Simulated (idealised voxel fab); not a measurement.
You're looking at the process module voxel wiring stack.
In the cross-section labelled cut, the width is 275 nm and each square cell is 5 nm.
For the purposes of this document, a cross-section shall be understood as a grid of square cells, specified as bands listed in top-to-bottom order, each band consisting of one or more rows of cells. Within each band entry, the heights of the top and of the bottom of the band appear first, in that order and in nm; the materials of the band then follow from left to right, each with its corresponding width in nm. The designation "everywhere" on a single material indicates that it fills the band from edge to edge; the designation "air" indicates empty space. Heights are measured from 0, the level below which the as-received wafer is all one material; the lowest band has no bottom and continues downward, written as in "0 and below". You'd read "30 to 40" like this: the band's top row of cells is as wide as the first number, its bottom row is as wide as the second, and going down, every row changes width by the same amount as the row before did. "identical to before" -> step changed no cross-section cell. Under "Voids lacking openings" you'll find the enclosed gaps, the ones with no way out to the top, that are 8 cells or bigger; each reads width x height at distance, with distance counted from the left edge, everything in nm. Read whatever lies past the settings on a step's line as the simulator's own remark about the step. overlay nm: step with mask; distance mask lay right of planned place; negative value = left of planned place.
Steps planned for the process:
- 1: RECEIVE: material Si
- 2: CONFORMAL_DEP: material SiO2, thk nm 15
- 3: CONFORMAL_DEP: material SiCN, thk nm 5
- 4: DIRECTIONAL_DEP: material SiO2, thk nm 20
- 5: DIRECTIONAL_DEP: material aC, thk nm 15
- 6: PATTERN: tone open, mask id METAL_1, material resist, width nm 30, pitch nm 45, thk nm 30, overlay nm 0
- 7: DIRECTIONAL_ETCH: etch materials aC, depth nm 15
- 8: STRIP: etch materials resist
- 9: DIRECTIONAL_ETCH: etch materials SiO2, depth nm 20
- 10: DIRECTIONAL_ETCH: etch materials SiCN, depth nm 5
- 11: STRIP: etch materials aC
- 12: CONFORMAL_DEP: material TiN, thk nm 5
- 13: FILL_DEP: material Cu, thk nm 5
- 14: CMP: height nm 40
- 15: CONFORMAL_DEP: material SiCN, thk nm 5
- 16: DIRECTIONAL_DEP: material lowk, thk nm 30
- 17: PATTERN: tone open, mask id METAL_2, material resist, width nm 30, pitch nm 45, thk nm 15, overlay nm 0
- 18: DIRECTIONAL_ETCH: etch materials lowk, depth nm 15
- 19: STRIP: etch materials resist
- 20: PATTERN: tone open, mask id METAL_2_HOLES, material resist, width nm 15, pitch nm 90, thk nm 20, overlay nm 0
- 21: DIRECTIONAL_ETCH: etch materials lowk, depth nm 15
- 22: DIRECTIONAL_ETCH: etch materials SiCN, depth nm 5
- 23: STRIP: etch materials resist
- 24: CONFORMAL_DEP: material TiN, thk nm 5
- 25: FILL_DEP: material Cu, thk nm 5
- 26: CMP: height nm 75
- 27: CONFORMAL_DEP: material SiCN, thk nm 5
- 28: DIRECTIONAL_DEP: material lowk, thk nm 25
- 29: DIRECTIONAL_DEP: material aC, thk nm 15
- 30: PATTERN: tone open, mask id METAL_3, material resist, width nm 30, pitch nm 45, thk nm 30, overlay nm 0
- 31: DIRECTIONAL_ETCH: etch materials aC, depth nm 15
- 32: STRIP: etch materials resist
- 33: DIRECTIONAL_ETCH: etch materials lowk, depth nm 15
- 34: STRIP: etch materials aC
- 35: DIRECTIONAL_DEP: material aC, thk nm 10
- 36: PATTERN: tone open, mask id METAL_3_HOLES, material resist, width nm 15, pitch nm 90, thk nm 25, overlay nm 0
- 37: DIRECTIONAL_ETCH: etch materials aC, depth nm 5
- 38: STRIP: etch materials resist
- 39: DIRECTIONAL_ETCH: etch materials lowk, depth nm 10
- 40: DIRECTIONAL_ETCH: etch materials SiCN, depth nm 5
- 41: STRIP: etch materials aC
- 42: CONFORMAL_DEP: material TiN, thk nm 5
- 43: FILL_DEP: material Cu, thk nm 5
- 44: CMP: height nm 105
- 45: CONFORMAL_DEP: material SiCN, thk nm 5
The depth nm used in step 37 is not the same on every wafer, whereas the starting condition is; the value printed in the plan is the first wafer's.
The first of several wafers as received, shown in cross-section; this is its state after step 1:
  0 and below = Si everywhere
  Voids lacking openings: none
Wafer cross-section (first of several) - module end, post step 45 (last step):
  110 down to 105 = SiCN everywhere
  105 down to 95 = 75 lowk / 5 TiN / 20 Cu / 5 TiN / 15 lowk / 5 TiN / 20 Cu / 5 TiN / 15 lowk / 5 TiN / 20 Cu / 5 TiN / 80 lowk
  95 down to 90 = 75 lowk / 30 TiN / 15 lowk / 30 TiN / 15 lowk / 30 TiN / 80 lowk
  90 down to 80 = lowk everywhere
  80 down to 75 = SiCN everywhere
  75 down to 65 = 75 lowk / 5 TiN / 20 Cu / 5 TiN / 15 lowk / 5 TiN / 20 Cu / 5 TiN / 15 lowk / 5 TiN / 20 Cu / 5 TiN / 80 lowk
  65 down to 60 = 75 lowk / 5 TiN / 5 Cu / 20 TiN / 15 lowk / 30 TiN / 15 lowk / 5 TiN / 5 Cu / 20 TiN / 80 lowk
  60 down to 45 = 75 lowk / 5 TiN / 5 Cu / 5 TiN / 75 lowk / 5 TiN / 5 Cu / 5 TiN / 95 lowk
  45 down to 40 = 75 SiCN / 15 TiN / 75 SiCN / 15 TiN / 95 SiCN
  40 down to 20 = 75 SiO2 / 5 TiN / 20 Cu / 5 TiN / 15 SiO2 / 5 TiN / 20 Cu / 5 TiN / 15 SiO2 / 5 TiN / 20 Cu / 5 TiN / 80 SiO2
  20 down to 15 = 75 SiCN / 30 TiN / 15 SiCN / 30 TiN / 15 SiCN / 30 TiN / 80 SiCN
  15 down to 0 = SiO2 everywhere
  0 and below = Si everywhere
  Voids lacking openings: none
Cross-sectional depiction of the last of several wafers upon completion of the module:
  110 down to 105 = SiCN everywhere
  105 down to 95 = 75 lowk / 5 TiN / 20 Cu / 5 TiN / 15 lowk / 5 TiN / 20 Cu / 5 TiN / 15 lowk / 5 TiN / 20 Cu / 5 TiN / 80 lowk
  95 down to 90 = 75 lowk / 5 TiN / 5 Cu / 20 TiN / 15 lowk / 30 TiN / 15 lowk / 5 TiN / 5 Cu / 20 TiN / 80 lowk
  90 down to 80 = 75 lowk / 5 TiN / 5 Cu / 5 TiN / 75 lowk / 5 TiN / 5 Cu / 5 TiN / 95 lowk
  80 down to 75 = 75 SiCN / 15 TiN / 75 SiCN / 15 TiN / 95 SiCN
  75 down to 65 = 75 lowk / 5 TiN / 20 Cu / 5 TiN / 15 lowk / 5 TiN / 20 Cu / 5 TiN / 15 lowk / 5 TiN / 20 Cu / 5 TiN / 80 lowk
  65 down to 60 = 75 lowk / 5 TiN / 5 Cu / 20 TiN / 15 lowk / 30 TiN / 15 lowk / 5 TiN / 5 Cu / 20 TiN / 80 lowk
  60 down to 45 = 75 lowk / 5 TiN / 5 Cu / 5 TiN / 75 lowk / 5 TiN / 5 Cu / 5 TiN / 95 lowk
  45 down to 40 = 75 SiCN / 15 TiN / 75 SiCN / 15 TiN / 95 SiCN
  40 down to 20 = 75 SiO2 / 5 TiN / 20 Cu / 5 TiN / 15 SiO2 / 5 TiN / 20 Cu / 5 TiN / 15 SiO2 / 5 TiN / 20 Cu / 5 TiN / 80 SiO2
  20 down to 15 = 75 SiCN / 30 TiN / 15 SiCN / 30 TiN / 15 SiCN / 30 TiN / 80 SiCN
  15 down to 0 = SiO2 everywhere
  0 and below = Si everywhere
  Voids lacking openings: none
Wafer rows, end of module: cells per material gained (+) or lost (-) since receipt; closed voids last:
depth nm 5; +104 Cu; +196 SiCN; +313 SiO2; +118 TiN; +479 lowk; Voids lacking openings: none
depth nm 10; +110 Cu; +190 SiCN; +313 SiO2; +130 TiN; +467 lowk; Voids lacking openings: none
depth nm 15; +110 Cu; +190 SiCN; +313 SiO2; +130 TiN; +467 lowk; Voids lacking openings: none
depth nm 20; +110 Cu; +190 SiCN; +313 SiO2; +130 TiN; +467 lowk; Voids lacking openings: none
depth nm 25; +110 Cu; +190 SiCN; +313 SiO2; +130 TiN; +467 lowk; Voids lacking openings: none
